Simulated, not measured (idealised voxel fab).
This section sets out a process module, namely voxel wiring stack.
Xsec cut, 300 nm wide, square cell size 5 nm.
If you're reading a cross-section in this doc, picture square cells in a grid; it comes to you as bands, top ones listed first down to the bottom, and a band can be one or more rows of cells.
Band: top height; bottom height; in nm. Then, left to right: material with width in nm, for each material. "full width": a single material spanning edge to edge. "air": empty space.
Height is counted from the level 0, under which the received wafer is composed throughout of one material. The lowest of the bands is not closed at the bottom but continues downward, in the notation "0 and below".
When a width is written as two numbers, as in "30 to 40", the first number is the width in the top row of cells of the band and the second is the width in its bottom row, and the width changes by the same amount from each row to the next.
Where the words "changes: none" appear for a step, the cross-section shows no cell changed by that step; every cell remained as before.
"Sealed void inventory" specifies each empty space that is not open to the top and that occupies no fewer than 8 cells, using the form width x height at distance, the distance measured from the left edge and all three quantities in nm.
Read whatever lies past the settings on a step's line as the simulator's own remark about the step.
The setting "overlay nm" may be written on the line of a step. When the step uses a mask, the value reports how far to the right of the planned place the mask lay, and a negative value reports that it lay to the left.

Planned step list for the process
1 RECEIVE, material Si
2 CONFORMAL_DEP, material SiO2, thk nm 15
3 CONFORMAL_DEP, material SiN, thk nm 5
4 DIRECTIONAL_DEP, material lowk, thk nm 25
5 DIRECTIONAL_DEP, material aC, thk nm 10
6 PATTERN, tone open, mask id METAL_1, material resist, width nm 30, pitch nm 55, thk nm 30, overlay nm 0
7 DIRECTIONAL_ETCH, etch materials aC, depth nm 10
8 STRIP, etch materials resist
9 DIRECTIONAL_ETCH, etch materials lowk, depth nm 25
10 DIRECTIONAL_ETCH, etch materials SiN, depth nm 5
11 STRIP, etch materials aC
12 CONFORMAL_DEP, material TiN, thk nm 5
13 FILL_DEP, material Cu, thk nm 5
14 CMP, height nm 45
15 CONFORMAL_DEP, material SiCN, thk nm 5
16 DIRECTIONAL_DEP, material lowk, thk nm 15
17 MASKED_ETCH, tone open, mask id PLUG_1, width nm 15, pitch nm 55, etch materials lowk, depth nm 15, overlay nm 0
18 MASKED_ETCH, tone open, mask id PLUG_1, width nm 15, pitch nm 55, etch materials SiCN, depth nm 5, overlay nm 0
19 EPI, material Ru, thk nm 10
20 EPI, material Ru, thk nm 10
21 DIRECTIONAL_DEP, material TiN, thk nm 5
22 DIRECTIONAL_DEP, material Ru, thk nm 15
23 DIRECTIONAL_DEP, material aC, thk nm 15
24 PATTERN, tone cover, mask id METAL_2, material resist, width nm 30, pitch nm 55, thk nm 35, overlay nm 0
25 DIRECTIONAL_ETCH, etch materials aC, depth nm 15
26 STRIP, etch materials resist
27 DIRECTIONAL_ETCH, etch materials Ru, depth nm 15
28 DIRECTIONAL_ETCH, etch materials TiN, depth nm 5
29 STRIP, etch materials aC
30 CONFORMAL_DEP, material SiCN, thk nm 5
31 FILL_DEP, material SiO2, thk nm 5
32 CMP, height nm 85
33 CONFORMAL_DEP, material SiCN, thk nm 5
34 DIRECTIONAL_DEP, material SiO2, thk nm 20
35 PATTERN, tone open, mask id PLUG_2, material resist, width nm 15, pitch nm 55, thk nm 15, overlay nm 0
36 DIRECTIONAL_ETCH, etch materials SiO2, depth nm 20
37 DIRECTIONAL_ETCH, etch materials SiCN, depth nm 5
38 STRIP, etch materials resist
39 CONFORMAL_DEP, material TiN, thk nm 5
40 FILL_DEP, material Ru, thk nm 10
41 CMP, height nm 110
42 CONFORMAL_DEP, material SiCN, thk nm 5
43 DIRECTIONAL_DEP, material lowk, thk nm 20
44 PATTERN, tone open, mask id METAL_3, material resist, width nm 30, pitch nm 55, thk nm 15, overlay nm 0
45 DIRECTIONAL_ETCH, etch materials lowk, depth nm 20
46 DIRECTIONAL_ETCH, etch materials SiCN, depth nm 5
47 STRIP, etch materials resist
48 CONFORMAL_DEP, material TiN, thk nm 5
49 FILL_DEP, material Ru, thk nm 5
50 CMP, height nm 135
51 CONFORMAL_DEP, material SiCN, thk nm 5
52 DIRECTIONAL_DEP, material SiO2, thk nm 20
53 DIRECTIONAL_DEP, material aC, thk nm 10
54 PATTERN, tone open, mask id PLUG_3, material resist, width nm 15, pitch nm 55, thk nm 25, overlay nm 0
55 DIRECTIONAL_ETCH, etch materials aC, depth nm 10
56 STRIP, etch materials resist
57 DIRECTIONAL_ETCH, etch materials SiO2, depth nm 20
58 DIRECTIONAL_ETCH, etch materials SiCN, depth nm 5
59 STRIP, etch materials aC
60 CONFORMAL_DEP, material TiN, thk nm 5
61 FILL_DEP, material W, thk nm 5
62 CMP, height nm 160
63 CONFORMAL_DEP, material SiCN, thk nm 5
64 DIRECTIONAL_DEP, material SiO2, thk nm 15
65 MASKED_ETCH, tone open, mask id METAL_4, width nm 30, pitch nm 55, etch materials SiO2, depth nm 15, overlay nm 0
66 MASKED_ETCH, tone open, mask id METAL_4, width nm 30, pitch nm 55, etch materials SiCN, depth nm 5, overlay nm 0
67 CONFORMAL_DEP, material TiN, thk nm 5
68 FILL_DEP, material Ru, thk nm 5
69 CMP, height nm 180
70 EPI, material Ru, thk nm 5
71 FILL_DEP, material SiCN, thk nm 5

The first of the two wafers, which ran as planned

Here's what the wafer looked like in cross-section when it arrived - that's after step 1
- 0 and below | Si full width
- Sealed void inventory: none

Step 2 complete: cross-section through the wafer
- 15 down to 0 | SiO2 full width
- Note: structure below 0 unchanged.

Step 3 complete: cross-section through the wafer
- 20 down to 15 | SiN full width
- Note: structure below 15 unchanged.

Step 4 complete: cross-section through the wafer
- 45 down to 20 | lowk full width
- Note: structure below 20 unchanged.

Step 5 complete: cross-section through the wafer
- 55 down to 45 | aC full width
- Note: structure below 45 unchanged.

Step 6 complete: cross-section through the wafer
- 85 down to 55 | 80 resist / 30 air / 25 resist / 30 air / 25 resist / 30 air / 80 resist
- Note: structure below 55 unchanged.

Step 7 complete: cross-section through the wafer
- 75 down to 55 | 80 resist / 30 air / 25 resist / 30 air / 25 resist / 30 air / 80 resist
- 55 down to 45 | 80 aC / 30 air / 25 aC / 30 air / 25 aC / 30 air / 80 aC
- Note: structure below 45 unchanged.

Step 8 complete: cross-section through the wafer
- 55 down to 45 | 80 aC / 30 air / 25 aC / 30 air / 25 aC / 30 air / 80 aC
- Note: structure below 45 unchanged.

Step 9 complete: cross-section through the wafer
- 55 down to 45 | 80 aC / 30 air / 25 aC / 30 air / 25 aC / 30 air / 80 aC
- 45 down to 20 | 80 lowk / 30 air / 25 lowk / 30 air / 25 lowk / 30 air / 80 lowk
- Note: structure below 20 unchanged.

Step 10 complete: cross-section through the wafer
- 55 down to 45 | 80 aC / 30 air / 25 aC / 30 air / 25 aC / 30 air / 80 aC
- 45 down to 20 | 80 lowk / 30 air / 25 lowk / 30 air / 25 lowk / 30 air / 80 lowk
- 20 down to 15 | 80 SiN / 30 air / 25 SiN / 30 air / 25 SiN / 30 air / 80 SiN
- Note: structure below 15 unchanged.

Step 11 complete: cross-section through the wafer
- 45 down to 20 | 80 lowk / 30 air / 25 lowk / 30 air / 25 lowk / 30 air / 80 lowk
- Note: structure below 20 unchanged.

Step 12 complete: cross-section through the wafer
- 50 down to 45 | 85 TiN / 20 air / 35 TiN / 20 air / 35 TiN / 20 air / 85 TiN
- 45 down to 20 | 80 lowk / 5 TiN / 20 air / 5 TiN / 25 lowk / 5 TiN / 20 air / 5 TiN / 25 lowk / 5 TiN / 20 air / 5 TiN / 80 lowk
- 20 down to 15 | 80 SiN / 30 TiN / 25 SiN / 30 TiN / 25 SiN / 30 TiN / 80 SiN
- Note: structure below 15 unchanged.

Step 13 complete: cross-section through the wafer
- 55 down to 50 | Cu full width
- 50 down to 45 | 85 TiN / 20 Cu / 35 TiN / 20 Cu / 35 TiN / 20 Cu / 85 TiN
- 45 down to 20 | 80 lowk / 5 TiN / 20 Cu / 5 TiN / 25 lowk / 5 TiN / 20 Cu / 5 TiN / 25 lowk / 5 TiN / 20 Cu / 5 TiN / 80 lowk
- Note: structure below 20 unchanged.

Step 14 complete: cross-section through the wafer
- 45 down to 20 | 80 lowk / 5 TiN / 20 Cu / 5 TiN / 25 lowk / 5 TiN / 20 Cu / 5 TiN / 25 lowk / 5 TiN / 20 Cu / 5 TiN / 80 lowk
- Note: structure below 20 unchanged.

Step 15 complete: cross-section through the wafer
- 50 down to 45 | SiCN full width
- Note: structure below 45 unchanged.

Step 16 complete: cross-section through the wafer
- 65 down to 50 | lowk full width
- Note: structure below 50 unchanged.

Step 17 complete: cross-section through the wafer
- 65 down to 50 | 80 lowk / 15 air / 40 lowk / 15 air / 40 lowk / 15 air / 95 lowk
- Note: structure below 50 unchanged.

Step 18 complete: cross-section through the wafer
- 65 down to 50 | 80 lowk / 15 air / 40 lowk / 15 air / 40 lowk / 15 air / 95 lowk
- 50 down to 45 | 80 SiCN / 15 air / 40 SiCN / 15 air / 40 SiCN / 15 air / 95 SiCN
- Note: structure below 45 unchanged.

Step 19 complete: cross-section through the wafer
- 65 down to 55 | 80 lowk / 15 air / 40 lowk / 15 air / 40 lowk / 15 air / 95 lowk
- 55 down to 50 | 80 lowk / 15 Ru / 40 lowk / 15 Ru / 40 lowk / 15 Ru / 95 lowk
- 50 down to 45 | 80 SiCN / 15 Ru / 40 SiCN / 15 Ru / 40 SiCN / 15 Ru / 95 SiCN
- Note: structure below 45 unchanged.

Step 20 complete: cross-section through the wafer
- 65 down to 50 | 80 lowk / 15 Ru / 40 lowk / 15 Ru / 40 lowk / 15 Ru / 95 lowk
- Note: structure below 50 unchanged.

Step 21 complete: cross-section through the wafer
- 70 down to 65 | TiN full width
- Note: structure below 65 unchanged.

Step 22 complete: cross-section through the wafer
- 85 down to 70 | Ru full width
- Note: structure below 70 unchanged.

Step 23 complete: cross-section through the wafer
- 100 down to 85 | aC full width
- Note: structure below 85 unchanged.

Step 24 complete: cross-section through the wafer
- 135 down to 100 | 80 air / 30 resist / 25 air / 30 resist / 25 air / 30 resist / 80 air
- Note: structure below 100 unchanged.

Step 25 complete: cross-section through the wafer
- 120 down to 100 | 80 air / 30 resist / 25 air / 30 resist / 25 air / 30 resist / 80 air
- 100 down to 85 | 80 air / 30 aC / 25 air / 30 aC / 25 air / 30 aC / 80 air
- Note: structure below 85 unchanged.

Step 26 complete: cross-section through the wafer
- 100 down to 85 | 80 air / 30 aC / 25 air / 30 aC / 25 air / 30 aC / 80 air
- Note: structure below 85 unchanged.

Step 27 complete: cross-section through the wafer
- 100 down to 85 | 80 air / 30 aC / 25 air / 30 aC / 25 air / 30 aC / 80 air
- 85 down to 70 | 80 air / 30 Ru / 25 air / 30 Ru / 25 air / 30 Ru / 80 air
- Note: structure below 70 unchanged.

Step 28 complete: cross-section through the wafer
- 100 down to 85 | 80 air / 30 aC / 25 air / 30 aC / 25 air / 30 aC / 80 air
- 85 down to 70 | 80 air / 30 Ru / 25 air / 30 Ru / 25 air / 30 Ru / 80 air
- 70 down to 65 | 80 air / 30 TiN / 25 air / 30 TiN / 25 air / 30 TiN / 80 air
- Note: structure below 65 unchanged.

Step 29 complete: cross-section through the wafer
- 85 down to 70 | 80 air / 30 Ru / 25 air / 30 Ru / 25 air / 30 Ru / 80 air
- Note: structure below 70 unchanged.

Step 30 complete: cross-section through the wafer
- 90 down to 85 | 75 air / 40 SiCN / 15 air / 40 SiCN / 15 air / 40 SiCN / 75 air
- 85 down to 70 | 75 air / 5 SiCN / 30 Ru / 5 SiCN / 15 air / 5 SiCN / 30 Ru / 5 SiCN / 15 air / 5 SiCN / 30 Ru / 5 SiCN / 75 air
- 70 down to 65 | 80 SiCN / 30 TiN / 25 SiCN / 30 TiN / 25 SiCN / 30 TiN / 80 SiCN
- Note: structure below 65 unchanged.

Step 31 complete: cross-section through the wafer
- 95 down to 90 | SiO2 full width
- 90 down to 85 | 75 SiO2 / 40 SiCN / 15 SiO2 / 40 SiCN / 15 SiO2 / 40 SiCN / 75 SiO2
- 85 down to 70 | 75 SiO2 / 5 SiCN / 30 Ru / 5 SiCN / 15 SiO2 / 5 SiCN / 30 Ru / 5 SiCN / 15 SiO2 / 5 SiCN / 30 Ru / 5 SiCN / 75 SiO2
- Note: structure below 70 unchanged.

Step 32 complete: cross-section through the wafer
- 85 down to 70 | 75 SiO2 / 5 SiCN / 30 Ru / 5 SiCN / 15 SiO2 / 5 SiCN / 30 Ru / 5 SiCN / 15 SiO2 / 5 SiCN / 30 Ru / 5 SiCN / 75 SiO2
- Note: structure below 70 unchanged.

Step 33 complete: cross-section through the wafer
- 90 down to 85 | SiCN full width
- Note: structure below 85 unchanged.

Step 34 complete: cross-section through the wafer
- 110 down to 90 | SiO2 full width
- Note: structure below 90 unchanged.

Step 35 complete: cross-section through the wafer
- 125 down to 110 | 80 resist / 15 air / 40 resist / 15 air / 40 resist / 15 air / 95 resist
- Note: structure below 110 unchanged.

Step 36 complete: cross-section through the wafer
- 125 down to 110 | 80 resist / 15 air / 40 resist / 15 air / 40 resist / 15 air / 95 resist
- 110 down to 90 | 80 SiO2 / 15 air / 40 SiO2 / 15 air / 40 SiO2 / 15 air / 95 SiO2
- Note: structure below 90 unchanged.

Step 37 complete: cross-section through the wafer
- 125 down to 110 | 80 resist / 15 air / 40 resist / 15 air / 40 resist / 15 air / 95 resist
- 110 down to 90 | 80 SiO2 / 15 air / 40 SiO2 / 15 air / 40 SiO2 / 15 air / 95 SiO2
- 90 down to 85 | 80 SiCN / 15 air / 40 SiCN / 15 air / 40 SiCN / 15 air / 95 SiCN
- Note: structure below 85 unchanged.

Step 38 complete: cross-section through the wafer
- 110 down to 90 | 80 SiO2 / 15 air / 40 SiO2 / 15 air / 40 SiO2 / 15 air / 95 SiO2
- Note: structure below 90 unchanged.

Step 39 complete: cross-section through the wafer
- 115 down to 110 | 85 TiN / 5 air / 50 TiN / 5 air / 50 TiN / 5 air / 100 TiN
- 110 down to 90 | 80 SiO2 / 5 TiN / 5 air / 5 TiN / 40 SiO2 / 5 TiN / 5 air / 5 TiN / 40 SiO2 / 5 TiN / 5 air / 5 TiN / 95 SiO2
- 90 down to 85 | 80 SiCN / 15 TiN / 40 SiCN / 15 TiN / 40 SiCN / 15 TiN / 95 SiCN
- Note: structure below 85 unchanged.

Step 40 complete: cross-section through the wafer
- 125 down to 115 | Ru full width
- 115 down to 110 | 85 TiN / 5 Ru / 50 TiN / 5 Ru / 50 TiN / 5 Ru / 100 TiN
- 110 down to 90 | 80 SiO2 / 5 TiN / 5 Ru / 5 TiN / 40 SiO2 / 5 TiN / 5 Ru / 5 TiN / 40 SiO2 / 5 TiN / 5 Ru / 5 TiN / 95 SiO2
- Note: structure below 90 unchanged.

Step 41 complete: cross-section through the wafer
- 110 down to 90 | 80 SiO2 / 5 TiN / 5 Ru / 5 TiN / 40 SiO2 / 5 TiN / 5 Ru / 5 TiN / 40 SiO2 / 5 TiN / 5 Ru / 5 TiN / 95 SiO2
- Note: structure below 90 unchanged.

Step 42 complete: cross-section through the wafer
- 115 down to 110 | SiCN full width
- Note: structure below 110 unchanged.

Step 43 complete: cross-section through the wafer
- 135 down to 115 | lowk full width
- Note: structure below 115 unchanged.

Step 44 complete: cross-section through the wafer
- 150 down to 135 | 80 resist / 30 air / 25 resist / 30 air / 25 resist / 30 air / 80 resist
- Note: structure below 135 unchanged.

Step 45 complete: cross-section through the wafer
- 150 down to 135 | 80 resist / 30 air / 25 resist / 30 air / 25 resist / 30 air / 80 resist
- 135 down to 115 | 80 lowk / 30 air / 25 lowk / 30 air / 25 lowk / 30 air / 80 lowk
- Note: structure below 115 unchanged.

Step 46 complete: cross-section through the wafer
- 150 down to 135 | 80 resist / 30 air / 25 resist / 30 air / 25 resist / 30 air / 80 resist
- 135 down to 115 | 80 lowk / 30 air / 25 lowk / 30 air / 25 lowk / 30 air / 80 lowk
- 115 down to 110 | 80 SiCN / 30 air / 25 SiCN / 30 air / 25 SiCN / 30 air / 80 SiCN
- Note: structure below 110 unchanged.

Step 47 complete: cross-section through the wafer
- 135 down to 115 | 80 lowk / 30 air / 25 lowk / 30 air / 25 lowk / 30 air / 80 lowk
- Note: structure below 115 unchanged.

Step 48 complete: cross-section through the wafer
- 140 down to 135 | 85 TiN / 20 air / 35 TiN / 20 air / 35 TiN / 20 air / 85 TiN
- 135 down to 115 | 80 lowk / 5 TiN / 20 air / 5 TiN / 25 lowk / 5 TiN / 20 air / 5 TiN / 25 lowk / 5 TiN / 20 air / 5 TiN / 80 lowk
- 115 down to 110 | 80 SiCN / 30 TiN / 25 SiCN / 30 TiN / 25 SiCN / 30 TiN / 80 SiCN
- Note: structure below 110 unchanged.

Step 49 complete: cross-section through the wafer
- 145 down to 140 | Ru full width
- 140 down to 135 | 85 TiN / 20 Ru / 35 TiN / 20 Ru / 35 TiN / 20 Ru / 85 TiN
- 135 down to 115 | 80 lowk / 5 TiN / 20 Ru / 5 TiN / 25 lowk / 5 TiN / 20 Ru / 5 TiN / 25 lowk / 5 TiN / 20 Ru / 5 TiN / 80 lowk
- Note: structure below 115 unchanged.

Step 50 complete: cross-section through the wafer
- 135 down to 115 | 80 lowk / 5 TiN / 20 Ru / 5 TiN / 25 lowk / 5 TiN / 20 Ru / 5 TiN / 25 lowk / 5 TiN / 20 Ru / 5 TiN / 80 lowk
- Note: structure below 115 unchanged.

Step 51 complete: cross-section through the wafer
- 140 down to 135 | SiCN full width
- Note: structure below 135 unchanged.

Step 52 complete: cross-section through the wafer
- 160 down to 140 | SiO2 full width
- Note: structure below 140 unchanged.

Step 53 complete: cross-section through the wafer
- 170 down to 160 | aC full width
- Note: structure below 160 unchanged.

Step 54 complete: cross-section through the wafer
- 195 down to 170 | 80 resist / 15 air / 40 resist / 15 air / 40 resist / 15 air / 95 resist
- Note: structure below 170 unchanged.

Step 55 complete: cross-section through the wafer
- 185 down to 170 | 80 resist / 15 air / 40 resist / 15 air / 40 resist / 15 air / 95 resist
- 170 down to 160 | 80 aC / 15 air / 40 aC / 15 air / 40 aC / 15 air / 95 aC
- Note: structure below 160 unchanged.

Step 56 complete: cross-section through the wafer
- 170 down to 160 | 80 aC / 15 air / 40 aC / 15 air / 40 aC / 15 air / 95 aC
- Note: structure below 160 unchanged.

Step 57 complete: cross-section through the wafer
- 170 down to 160 | 80 aC / 15 air / 40 aC / 15 air / 40 aC / 15 air / 95 aC
- 160 down to 140 | 80 SiO2 / 15 air / 40 SiO2 / 15 air / 40 SiO2 / 15 air / 95 SiO2
- Note: structure below 140 unchanged.

Step 58 complete: cross-section through the wafer
- 170 down to 160 | 80 aC / 15 air / 40 aC / 15 air / 40 aC / 15 air / 95 aC
- 160 down to 140 | 80 SiO2 / 15 air / 40 SiO2 / 15 air / 40 SiO2 / 15 air / 95 SiO2
- 140 down to 135 | 80 SiCN / 15 air / 40 SiCN / 15 air / 40 SiCN / 15 air / 95 SiCN
- Note: structure below 135 unchanged.

Step 59 complete: cross-section through the wafer
- 160 down to 140 | 80 SiO2 / 15 air / 40 SiO2 / 15 air / 40 SiO2 / 15 air / 95 SiO2
- Note: structure below 140 unchanged.

Step 60 complete: cross-section through the wafer
- 165 down to 160 | 85 TiN / 5 air / 50 TiN / 5 air / 50 TiN / 5 air / 100 TiN
- 160 down to 140 | 80 SiO2 / 5 TiN / 5 air / 5 TiN / 40 SiO2 / 5 TiN / 5 air / 5 TiN / 40 SiO2 / 5 TiN / 5 air / 5 TiN / 95 SiO2
- 140 down to 135 | 80 SiCN / 15 TiN / 40 SiCN / 15 TiN / 40 SiCN / 15 TiN / 95 SiCN
- Note: structure below 135 unchanged.

Step 61 complete: cross-section through the wafer
- 170 down to 165 | W full width
- 165 down to 160 | 85 TiN / 5 W / 50 TiN / 5 W / 50 TiN / 5 W / 100 TiN
- 160 down to 140 | 80 SiO2 / 5 TiN / 5 W / 5 TiN / 40 SiO2 / 5 TiN / 5 W / 5 TiN / 40 SiO2 / 5 TiN / 5 W / 5 TiN / 95 SiO2
- Note: structure below 140 unchanged.

Step 62 complete: cross-section through the wafer
- 160 down to 140 | 80 SiO2 / 5 TiN / 5 W / 5 TiN / 40 SiO2 / 5 TiN / 5 W / 5 TiN / 40 SiO2 / 5 TiN / 5 W / 5 TiN / 95 SiO2
- Note: structure below 140 unchanged.

Step 63 complete: cross-section through the wafer
- 165 down to 160 | SiCN full width
- Note: structure below 160 unchanged.

Step 64 complete: cross-section through the wafer
- 180 down to 165 | SiO2 full width
- Note: structure below 165 unchanged.

Step 65 complete: cross-section through the wafer
- 180 down to 165 | 80 SiO2 / 30 air / 25 SiO2 / 30 air / 25 SiO2 / 30 air / 80 SiO2
- Note: structure below 165 unchanged.

Step 66 complete: cross-section through the wafer
- 180 down to 165 | 80 SiO2 / 30 air / 25 SiO2 / 30 air / 25 SiO2 / 30 air / 80 SiO2
- 165 down to 160 | 80 SiCN / 30 air / 25 SiCN / 30 air / 25 SiCN / 30 air / 80 SiCN
- Note: structure below 160 unchanged.

Step 67 complete: cross-section through the wafer
- 185 down to 180 | 85 TiN / 20 air / 35 TiN / 20 air / 35 TiN / 20 air / 85 TiN
- 180 down to 165 | 80 SiO2 / 5 TiN / 20 air / 5 TiN / 25 SiO2 / 5 TiN / 20 air / 5 TiN / 25 SiO2 / 5 TiN / 20 air / 5 TiN / 80 SiO2
- 165 down to 160 | 80 SiCN / 30 TiN / 25 SiCN / 30 TiN / 25 SiCN / 30 TiN / 80 SiCN
- Note: structure below 160 unchanged.

Step 68 complete: cross-section through the wafer
- 190 down to 185 | Ru full width
- 185 down to 180 | 85 TiN / 20 Ru / 35 TiN / 20 Ru / 35 TiN / 20 Ru / 85 TiN
- 180 down to 165 | 80 SiO2 / 5 TiN / 20 Ru / 5 TiN / 25 SiO2 / 5 TiN / 20 Ru / 5 TiN / 25 SiO2 / 5 TiN / 20 Ru / 5 TiN / 80 SiO2
- Note: structure below 165 unchanged.

Step 69 complete: cross-section through the wafer
- 180 down to 165 | 80 SiO2 / 5 TiN / 20 Ru / 5 TiN / 25 SiO2 / 5 TiN / 20 Ru / 5 TiN / 25 SiO2 / 5 TiN / 20 Ru / 5 TiN / 80 SiO2
- Note: structure below 165 unchanged.

Step 70 complete: cross-section through the wafer
- 185 down to 180 | 75 air / 40 Ru / 15 air / 40 Ru / 15 air / 40 Ru / 75 air
- Note: structure below 180 unchanged.

Step 71 complete: cross-section through the wafer
- 190 down to 185 | SiCN full width
- 185 down to 180 | 75 SiCN / 40 Ru / 15 SiCN / 40 Ru / 15 SiCN / 40 Ru / 75 SiCN
- Note: structure below 180 unchanged.

The second wafer: identical to the first at the outset and in its planned sequence, differing only in that one mistake was made during processing; up to and including step 64, its path is the first wafer's path

Second wafer: cross-section at the scheduled end of step 65
- 180 down to 165 | 80 SiO2 / 35 air / 20 SiO2 / 35 air / 20 SiO2 / 35 air / 75 SiO2
- Note: structure below 165 unchanged.

Second wafer: cross-section at the scheduled end of step 66
- 180 down to 165 | 80 SiO2 / 35 air / 20 SiO2 / 35 air / 20 SiO2 / 35 air / 75 SiO2
- 165 down to 160 | 80 SiCN / 30 air / 25 SiCN / 30 air / 25 SiCN / 30 air / 80 SiCN
- Note: structure below 160 unchanged.

Second wafer: cross-section at the scheduled end of step 67
- 185 down to 180 | 85 TiN / 25 air / 30 TiN / 25 air / 30 TiN / 25 air / 80 TiN
- 180 down to 170 | 80 SiO2 / 5 TiN / 25 air / 5 TiN / 20 SiO2 / 5 TiN / 25 air / 5 TiN / 20 SiO2 / 5 TiN / 25 air / 5 TiN / 75 SiO2
- 170 down to 165 | 80 SiO2 / 5 TiN / 20 air / 10 TiN / 20 SiO2 / 5 TiN / 20 air / 10 TiN / 20 SiO2 / 5 TiN / 20 air / 10 TiN / 75 SiO2
- 165 down to 160 | 80 SiCN / 30 TiN / 25 SiCN / 30 TiN / 25 SiCN / 30 TiN / 80 SiCN
- Note: structure below 160 unchanged.

Second wafer: cross-section at the scheduled end of step 68
- 190 down to 185 | Ru full width
- 185 down to 180 | 85 TiN / 25 Ru / 30 TiN / 25 Ru / 30 TiN / 25 Ru / 80 TiN
- 180 down to 170 | 80 SiO2 / 5 TiN / 25 Ru / 5 TiN / 20 SiO2 / 5 TiN / 25 Ru / 5 TiN / 20 SiO2 / 5 TiN / 25 Ru / 5 TiN / 75 SiO2
- 170 down to 165 | 80 SiO2 / 5 TiN / 20 Ru / 10 TiN / 20 SiO2 / 5 TiN / 20 Ru / 10 TiN / 20 SiO2 / 5 TiN / 20 Ru / 10 TiN / 75 SiO2
- Note: structure below 165 unchanged.

Second wafer: cross-section at the scheduled end of step 69
- 180 down to 170 | 80 SiO2 / 5 TiN / 25 Ru / 5 TiN / 20 SiO2 / 5 TiN / 25 Ru / 5 TiN / 20 SiO2 / 5 TiN / 25 Ru / 5 TiN / 75 SiO2
- Note: structure below 170 unchanged.

Second wafer: cross-section at the scheduled end of step 70
- 185 down to 180 | 75 air / 45 Ru / 10 air / 45 Ru / 10 air / 45 Ru / 70 air
- Note: structure below 180 unchanged.

Second wafer: cross-section at the scheduled end of step 71
- 190 down to 185 | SiCN full width
- 185 down to 180 | 75 SiCN / 45 Ru / 10 SiCN / 45 Ru / 10 SiCN / 45 Ru / 70 SiCN
- Note: structure below 180 unchanged.
Finding, execution versus plan: step 65, actual vs plan mismatch, actual run MASKED_ETCH, tone open, mask id METAL_4, width nm 35, pitch nm 55, etch materials SiO2, depth nm 15, overlay nm 0
Wrapping up, a cell-based count of both wafers puts the second over or under the first for these materials: Ru: 9 more; SiCN: 3 fewer; SiO2: 9 fewer; TiN: 3 more
